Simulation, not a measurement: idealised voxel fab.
Documented hereafter: the process module known as voxel plated lines.
For reference, the cross-section in this document is cut, with width 265 nm and square cells of 5 nm.
Notation: cross-section as square-cell grid; stated in bands, top first, going down; one or more cell rows per band.
Band: top and bottom heights (nm) first, top before bottom; then materials from left to right, widths in nm. "everywhere" marks a sole material filling the band edge to edge. "empty" denotes empty space.
Heights are measured from 0, the level below which the as-received wafer is all one material; the lowest band has no bottom and continues downward, written as in "from 0 down".
The notation "30..40" denotes a width that varies across the rows of cells in the band, beginning at the first number in the top row, finishing at the second number in the bottom row, and changing by an identical amount from each row to the next.
It should be understood that the words "no change", when stated for a given step, signify that the cross-section underwent no change in any of its cells during that step.
Closed empty spaces (no open way to the top) of 8 cells or more are what "Enclosed void catalog" lists, each as width x height at distance from the left edge, nm for all three.
Text after the settings on a step's line: the simulator's own remark on that step.
overlay nm: mask offset rightward from planned place, masked step; negative means leftward offset.

PROCESS STEPS FORESEEN IN THE PLAN
1: RECEIVE, material Si
2: CONFORMAL_DEP, material Al2O3, thk nm 10
3: DIRECTIONAL_DEP, material TiN, thk nm 5
4: PATTERN, tone open, mask id LINES, material resist, width nm 25, pitch nm 45, thk nm 20, overlay nm 0
5: EPI, material Ru, thk nm 5
6: STRIP, etch materials resist
7: DIRECTIONAL_ETCH, etch materials TiN, depth nm 5
8: CONFORMAL_DEP, material SiCN, thk nm 10

THIS IS THE CROSS-SECTION OF THE WAFER AS WE RECEIVED IT, I.E. AFTER STEP 1
  from 0 down: Si everywhere
  Enclosed void catalog: none

AS-PLANNED RUN: CROSS-SECTION OF THE FIRST OF TWO WAFERS AT END OF MODULE
  from 30 to 20: empty 85 / SiCN 90 / empty 90
  from 20 to 15: SiCN 95 / Ru 25 / SiCN 20 / Ru 25 / SiCN 100
  from 15 to 10: SiCN 95 / TiN 25 / SiCN 20 / TiN 25 / SiCN 100
  from 10 to 0: Al2O3 everywhere
  from 0 down: Si everywhere
  Enclosed void catalog: none

WAFER TWO CROSS-SECTION, MODULE END. START AND PLAN UNCHANGED FROM WAFER ONE; ONE MISTAKE MADE DURING THE RUN
  from 30 to 20: SiCN 105 / empty 5 / SiCN 40 / empty 5 / SiCN 110
  from 20 to 15: Ru 95 / SiCN 25 / Ru 20 / SiCN 25 / Ru 100
  from 15 to 10: TiN 95 / SiCN 25 / TiN 20 / SiCN 25 / TiN 100
  from 10 to 0: Al2O3 everywhere
  from 0 down: Si everywhere
  Enclosed void catalog: none
Plan not followed: not per plan at step 4, really ran PATTERN, tone cover, mask id LINES, material resist, width nm 25, pitch nm 45, thk nm 20, overlay nm 0
at the end the second wafer has, in cells: 33 more of Ru; 33 more of TiN
